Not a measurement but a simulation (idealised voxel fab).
The process module presented herein is designated voxel ribs on slabs.
Xsec cut, 155 nm wide, square cell size 5 nm.
Notation: cross-section as square-cell grid; stated in bands, top first, going down; one or more cell rows per band. For a band, the entry starts with two heights in nm, that of the top and then that of the bottom, and carries on with the band's materials in order from left to right, each alongside its width in nm; the word "edge to edge" beside a single material means it fills the band edge to edge, and "blank" means empty space. Heads up on the height convention: 0 is the point under which the incoming wafer is all one material, and the lowest band has no bottom, it just keeps going down, like "top 0, no bottom". So if you see something like "30..40" for the width, read it as the top row of the band sitting at the first number and the bottom row at the second, with every row in between moving by the same amount as the last. Key: "changes: none" - step with no changed cell in the cross-section. Reported under the label "Sealed void inventory" are the empty spaces having no open way to the top and comprising 8 cells or more; the notation for each is width x height at distance, in which the distance is measured from the left edge and all three values are in nm. Anything after a step's settings on that line? It's the simulator's own note about the step. "overlay nm" on a masked step: distance the mask lay right of its planned place, negative for left.

So here's the lineup of process steps we planned:
| 1 | op RECEIVE | material Si |
| 2 | op DIRECTIONAL_DEP | material SiO2 | thk nm 25 |
| 3 | op DIRECTIONAL_DEP | material SiN | thk nm 25 |
| 4 | op DIRECTIONAL_DEP | material aC | thk nm 10 |
| 5 | op PATTERN | tone cover | mask id RIB | material resist | width nm 25 | thk nm 25 | overlay nm 0 |
| 6 | op DIRECTIONAL_ETCH | etch materials aC | depth nm 10 |
| 7 | op STRIP | etch materials resist |
| 8 | op DIRECTIONAL_ETCH | etch materials SiN | depth nm 5 |
| 9 | op STRIP | etch materials aC |
| 10 | op PATTERN | tone cover | mask id SLAB | material resist | width nm 65 | thk nm 15 | overlay nm 0 |
| 11 | op DIRECTIONAL_ETCH | etch materials SiN | depth nm 20 |
| 12 | op STRIP | etch materials resist |
| 13 | op FILL_DEP | material SiO2 | thk nm 20 |
| 14 | op CMP | height nm 65 |
| 15 | op DIRECTIONAL_DEP | material TiN | thk nm 10 |
| 16 | op DIRECTIONAL_DEP | material aC | thk nm 10 |
| 17 | op PATTERN | tone cover | mask id HEATER | material resist | width nm 35 | thk nm 25 | overlay nm -15 |
| 18 | op DIRECTIONAL_ETCH | etch materials aC | depth nm 10 |
| 19 | op STRIP | etch materials resist |
| 20 | op DIRECTIONAL_ETCH | etch materials TiN | depth nm 10 |
| 21 | op STRIP | etch materials aC |
| 22 | op CONFORMAL_DEP | material SiO2 | thk nm 5 |
For this document, wafers share an identical start and vary in the step 17 overlay nm; the plan quotes the first wafer's value.

First of several wafers (as received, post step 1), cross-sectional view:
top 0, no bottom  Si edge to edge
Sealed void inventory: none

Once step 22, the last step, is complete, the module is at its end; this is the cross-section of the first of several wafers:
top 80, bottom 75  blank 40 nm  SiO2 45 nm  blank 70 nm
top 75, bottom 70  blank 40 nm  SiO2 5 nm  TiN 35 nm  SiO2 5 nm  blank 70 nm
top 70, bottom 65  SiO2 45 nm  TiN 35 nm  SiO2 75 nm
top 65, bottom 50  SiO2 edge to edge
top 50, bottom 45  SiO2 65 nm  SiN 25 nm  SiO2 65 nm
top 45, bottom 25  SiO2 45 nm  SiN 65 nm  SiO2 45 nm
top 25, bottom 0  SiO2 edge to edge
top 0, no bottom  Si edge to edge
Sealed void inventory: none

End of module, last wafer sectioned:
top 80, bottom 75  blank 70 nm  SiO2 45 nm  blank 40 nm
top 75, bottom 70  blank 70 nm  SiO2 5 nm  TiN 35 nm  SiO2 5 nm  blank 40 nm
top 70, bottom 65  SiO2 75 nm  TiN 35 nm  SiO2 45 nm
top 65, bottom 50  SiO2 edge to edge
top 50, bottom 45  SiO2 65 nm  SiN 25 nm  SiO2 65 nm
top 45, bottom 25  SiO2 45 nm  SiN 65 nm  SiO2 45 nm
top 25, bottom 0  SiO2 edge to edge
top 0, no bottom  Si edge to edge
Sealed void inventory: none

Per-wafer rows below. For each material: cells gained (+) or lost (-) since the wafer was received, as of end of module. Then: closed voids:
overlay nm -15 | +57 SiN | +381 SiO2 | +14 TiN | Sealed void inventory: none
overlay nm -10 | +57 SiN | +381 SiO2 | +14 TiN | Sealed void inventory: none
overlay nm -5 | +57 SiN | +381 SiO2 | +14 TiN | Sealed void inventory: none
overlay nm 0 | +57 SiN | +381 SiO2 | +14 TiN | Sealed void inventory: none
overlay nm 5 | +57 SiN | +381 SiO2 | +14 TiN | Sealed void inventory: none
overlay nm 10 | +57 SiN | +381 SiO2 | +14 TiN | Sealed void inventory: none
overlay nm 15 | +57 SiN | +381 SiO2 | +14 TiN | Sealed void inventory: none
